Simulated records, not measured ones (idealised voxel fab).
Process module heading - voxel transistor to metal
Displayed cross-section: cut, width of 195 nm, square cells sized 5 nm.
When this document writes out a cross-section, it uses a grid of square cells and lists it as bands, beginning at the top and moving down, with a band standing for one or more rows of cells.
Heights first: top, then bottom, in nm. Then materials, left to right, each with a width in nm. "all across" on a single material: fills the band edge to edge. "air": empty space.
The reference from which all heights are counted is 0, the level beneath which the as-received wafer is entirely one material; the lowest band, having no lower bound, proceeds downward and is written after the example "0..down".
With a width like "30..40", each row of cells in the band differs from the next by the same amount, the top row carrying the first number and the bottom row the second.
The designation "no alteration", where it is given for a processing step, indicates that no cell of the cross-section was altered in the course of that step.
For the entry "Closed void entries", the listed items are empty spaces with no open way to the top whose size is 8 cells or more; each item follows the pattern width x height at distance, where distance is from the left edge and all three are in nm.
Whatever follows a step's settings on its line is a remark the simulator itself makes about that step.
What "overlay nm" on a step's line means: if the step has a mask, that mask lay this far to the right of its planned place, or, when the value is negative, to the left.
SO HERE'S THE LINEUP OF PROCESS STEPS WE PLANNED
| 1 | RECEIVE (material Si) |
| 2 | OXIDIZE (depth nm 5) |
| 3 | CONFORMAL_DEP (material SiN; thk nm 10) |
| 4 | DIRECTIONAL_DEP (material aC; thk nm 15) |
| 5 | PATTERN (tone cover; mask id ACTIVE; material resist; width nm 130; thk nm 30; overlay nm 0) |
| 6 | DIRECTIONAL_ETCH (etch materials aC; depth nm 15) |
| 7 | STRIP (etch materials resist) |
| 8 | DIRECTIONAL_ETCH (etch materials SiN; depth nm 10) |
| 9 | DIRECTIONAL_ETCH (etch materials SiO2; depth nm 5) |
| 10 | DIRECTIONAL_ETCH (etch materials Si; depth nm 30) |
| 11 | STRIP (etch materials aC) |
| 12 | FILL_DEP (material SiO2; thk nm 5) |
| 13 | CMP (height nm 10) |
| 14 | SELECTIVE_ETCH (etch materials SiO2; depth nm 10) |
| 15 | STRIP (etch materials SiN) |
| 16 | SELECTIVE_ETCH (etch materials SiO2; depth nm 5) |
| 17 | OXIDIZE (depth nm 5) |
| 18 | DIRECTIONAL_DEP (material polySi; thk nm 30) |
| 19 | DIRECTIONAL_DEP (material SiCN; thk nm 10) |
| 20 | DIRECTIONAL_DEP (material aC; thk nm 15) |
| 21 | PATTERN (tone cover; mask id GATE; material resist; width nm 30; thk nm 30; overlay nm 0) |
| 22 | DIRECTIONAL_ETCH (etch materials aC; depth nm 15) |
| 23 | STRIP (etch materials resist) |
| 24 | DIRECTIONAL_ETCH (etch materials SiCN; depth nm 20) |
| 25 | DIRECTIONAL_ETCH (etch materials polySi; depth nm 40) |
| 26 | STRIP (etch materials aC) |
| 27 | CONFORMAL_DEP (material SiN; thk nm 10) |
| 28 | DIRECTIONAL_ETCH (etch materials SiN; depth nm 10) |
| 29 | DIRECTIONAL_ETCH (etch materials SiO2; depth nm 5) |
| 30 | DIRECTIONAL_ETCH (etch materials Si; depth nm 10) |
| 31 | EPI (material pSi; thk nm 10) |
| 32 | FILL_DEP (material SiO2; thk nm 10) |
| 33 | CMP (height nm 25) |
| 34 | STRIP (etch materials polySi) |
| 35 | SELECTIVE_ETCH (etch materials SiO2; depth nm 5) |
| 36 | CONFORMAL_DEP (material HfO2; thk nm 5) |
| 37 | CONFORMAL_DEP (material TiN; thk nm 5) |
| 38 | FILL_DEP (material W; thk nm 10) |
| 39 | CMP (height nm 20) |
| 40 | DIRECTIONAL_DEP (material SiO2; thk nm 10) |
| 41 | PATTERN (tone open; mask id CONTACT; material resist; width nm 20; pitch nm 90; thk nm 20; overlay nm 0) |
| 42 | DIRECTIONAL_ETCH (etch materials SiO2; depth nm 40) |
| 43 | STRIP (etch materials resist) |
| 44 | CONFORMAL_DEP (material TiN; thk nm 5) |
| 45 | FILL_DEP (material W; thk nm 10) |
| 46 | CMP (height nm 30) |
| 47 | DIRECTIONAL_DEP (material TiN; thk nm 5) |
| 48 | DIRECTIONAL_DEP (material Ru; thk nm 25) |
| 49 | MASKED_ETCH (tone cover; mask id METAL_1; width nm 20; pitch nm 90; etch materials Ru; depth nm 25; overlay nm 0) |
| 50 | MASKED_ETCH (tone cover; mask id METAL_1; width nm 20; pitch nm 90; etch materials TiN; depth nm 5; overlay nm 0) |
| 51 | CONFORMAL_DEP (material SiN; thk nm 5) |
| 52 | FILL_DEP (material SiO2; thk nm 5) |
| 53 | CMP (height nm 60) |
| 54 | CONFORMAL_DEP (material SiCN; thk nm 5) |
CROSS-SECTION OF THE INCOMING WAFER, STATE AFTER STEP 1
  0..down | Si all across
  Closed void entries: none
FIRST OF TWO WAFERS AT THE END OF THE MODULE, SHOWN IN CROSS-SECTION; RUN CARRIED OUT AS PLANNED
  65..60 | SiCN all across
  60..35 | 35 SiO2 / 5 SiN / 20 Ru / 5 SiN / 60 SiO2 / 5 SiN / 20 Ru / 5 SiN / 40 SiO2
  35..30 | 40 SiN / 20 TiN / 70 SiN / 20 TiN / 45 SiN
  30..20 | 40 SiO2 / 5 TiN / 10 W / 5 TiN / 70 SiO2 / 5 TiN / 10 W / 5 TiN / 45 SiO2
  20..0 | 40 SiO2 / 5 TiN / 10 W / 5 TiN / 10 SiO2 / 10 SiN / 5 HfO2 / 5 TiN / 10 W / 5 TiN / 5 HfO2 / 10 SiN / 10 SiO2 / 5 TiN / 10 W / 5 TiN / 45 SiO2
  0..-5 | 40 SiO2 / 5 TiN / 10 W / 5 TiN / 10 pSi / 10 SiN / 5 HfO2 / 20 TiN / 5 HfO2 / 10 SiN / 10 pSi / 5 TiN / 10 W / 5 TiN / 45 SiO2
  -5..-10 | 40 SiO2 / 20 TiN / 10 pSi / 5 SiO2 / 40 HfO2 / 5 SiO2 / 10 pSi / 20 TiN / 45 SiO2
  -10..-20 | 30 SiO2 / 40 pSi / 50 Si / 40 pSi / 35 SiO2
  -20..-35 | 30 SiO2 / 130 Si / 35 SiO2
  -35..down | Si all across
  Closed void entries: none
HERE IS THE SECOND OF THE TWO WAFERS CUT OPEN AT THE END OF THE MODULE - SAME START, SAME PLAN AS THE FIRST ONE, BUT WE MADE ONE MISTAKE RUNNING IT
  65..60 | SiCN all across
  60..40 | 25 SiO2 / 5 SiN / 20 Ru / 5 SiN / 60 SiO2 / 5 SiN / 20 Ru / 5 SiN / 50 SiO2
  40..35 | 25 SiO2 / 5 SiN / 20 Ru / 15 SiN / 50 SiO2 / 5 SiN / 20 Ru / 15 SiN / 40 SiO2
  35..30 | 30 SiN / 30 TiN / 60 SiN / 30 TiN / 45 SiN
  30..20 | 40 SiO2 / 5 TiN / 10 W / 5 TiN / 70 SiO2 / 5 TiN / 10 W / 5 TiN / 45 SiO2
  20..0 | 40 SiO2 / 5 TiN / 10 W / 5 TiN / 10 SiO2 / 10 SiN / 5 HfO2 / 5 TiN / 10 W / 5 TiN / 5 HfO2 / 10 SiN / 10 SiO2 / 5 TiN / 10 W / 5 TiN / 45 SiO2
  0..-5 | 40 SiO2 / 5 TiN / 10 W / 5 TiN / 10 pSi / 10 SiN / 5 HfO2 / 20 TiN / 5 HfO2 / 10 SiN / 10 pSi / 5 TiN / 10 W / 5 TiN / 45 SiO2
  -5..-10 | 40 SiO2 / 20 TiN / 10 pSi / 5 SiO2 / 40 HfO2 / 5 SiO2 / 10 pSi / 20 TiN / 45 SiO2
  -10..-20 | 30 SiO2 / 40 pSi / 50 Si / 40 pSi / 35 SiO2
  -20..-35 | 30 SiO2 / 130 Si / 35 SiO2
  -35..down | Si all across
  Closed void entries: none
Plan not followed: step 49 was not run as planned; what actually ran was MASKED_ETCH (tone cover; mask id METAL_1; width nm 20; pitch nm 90; etch materials Ru; depth nm 25; overlay nm -10)
Final comparison by cell count, materials where the second wafer has more or fewer than the first: -4 SiO2 | +4 TiN
